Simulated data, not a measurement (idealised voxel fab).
process module | voxel plated lines
cross-section cut | 260 nm wide | cells 5 nm
A cross-section is a grid of square cells, given in bands from the top down. A band is one or more rows of cells.
Each band's line starts with the height of the band's top and of its bottom, in nm. Then come its materials from left to right, each with its width in nm. One material with "throughout" fills the band from edge to edge. "air" is empty space.
Height 0 is the level under which the wafer as received is all one material. The lowest band goes on downwards, as in "0 down".
A width such as "30 to 40" changes by the same amount from each row of cells to the next, from the band's top row to its bottom row.
"no change" after a step means that no cell of the cross-section changed.
closed voids: empty space of 8 cells or more with no open way to the top, each as width x height at its distance from the left edge, in nm
after a step's settings: what the simulator itself notes on the step
overlay nm, on a step with a mask: how far to the right of its planned place the mask lay; to the left if negative
plan
1 op RECEIVE | material Si
2 op CONFORMAL_DEP | material SiN | thk nm 15
3 op DIRECTIONAL_DEP | material TiN | thk nm 5
4 op PATTERN | tone open | mask id LINES | material resist | width nm 15 | pitch nm 30 | thk nm 15 | overlay nm 0
5 op EPI | material Ru | thk nm 10
6 op STRIP | etch materials resist
7 op DIRECTIONAL_ETCH | etch materials TiN | depth nm 5
8 op CONFORMAL_DEP | material SiCN | thk nm 5
varied across the wafers: thk nm of step 8. The plan shows the first wafer's value. All wafers start alike
first wafer as received, after step 1
  0 down: Si throughout
  closed voids: none
each wafer at the end: cells of each material gained (+) or lost (-) since it was received, then its closed voids
thk nm 5 | +18 Ru | +70 SiCN | +156 SiN | +9 TiN | closed voids: none
thk nm 10 | +18 Ru | +134 SiCN | +156 SiN | +9 TiN | closed voids: none
thk nm 15 | +18 Ru | +192 SiCN | +156 SiN | +9 TiN | closed voids: none
thk nm 20 | +18 Ru | +250 SiCN | +156 SiN | +9 TiN | closed voids: none
thk nm 25 | +18 Ru | +308 SiCN | +156 SiN | +9 TiN | closed voids: none
